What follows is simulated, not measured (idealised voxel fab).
process module | voxel trench capacitor
cross-section cut | 225 nm wide | cells 5 nm
A cross-section is a grid of square cells, given in bands from the top down. A band is one or more rows of cells.
Each band's line starts with the height of the band's top and of its bottom, in nm. Then come its materials from left to right, each with its width in nm. One material with "throughout" fills the band from edge to edge. "air" is empty space.
Height 0 is the level under which the wafer as received is all one material. The lowest band goes on downwards, as in "0 down".
A width such as "30 to 40" changes by the same amount from each row of cells to the next, from the band's top row to its bottom row.
"no change" after a step means that no cell of the cross-section changed.
closed voids: empty space of 8 cells or more with no open way to the top, each as width x height at its distance from the left edge, in nm
after a step's settings: what the simulator itself notes on the step
overlay nm, on a step with a mask: how far to the right of its planned place the mask lay; to the left if negative
plan
1 op RECEIVE | material Si
2 op CONFORMAL_DEP | material SiN | thk nm 5
3 op MASKED_ETCH | tone open | mask id TRENCH | width nm 25 | pitch nm 50 | etch materials SiN | depth nm 5 | overlay nm 0
4 op MASKED_ETCH | tone open | mask id TRENCH | width nm 25 | pitch nm 50 | etch materials Si | depth nm 40 | overlay nm 0
5 op CONFORMAL_DEP | material HfO2 | thk nm 5
6 op CONFORMAL_DEP | material TiN | thk nm 5
7 op FILL_DEP | material W | thk nm 5
8 op CMP | height nm 5
as received, after step 1
  0 down: Si throughout
  closed voids: none
a wafer at the end: this start, this plan, one mistake
  5 to 0: SiN 25 | TiN 5 | W 15 | TiN 5 | SiN 25 | TiN 5 | W 15 | TiN 5 | SiN 25 | TiN 5 | W 15 | TiN 5 | SiN 25 | TiN 5 | W 15 | TiN 5 | SiN 25
  0 to -35: Si 25 | TiN 5 | W 15 | TiN 5 | Si 25 | TiN 5 | W 15 | TiN 5 | Si 25 | TiN 5 | W 15 | TiN 5 | Si 25 | TiN 5 | W 15 | TiN 5 | Si 25
  -35 to -40: Si 25 | TiN 25 | Si 25 | TiN 25 | Si 25 | TiN 25 | Si 25 | TiN 25 | Si 25
  -40 down: Si throughout
  closed voids: none
what went wrong: step 5 was left out
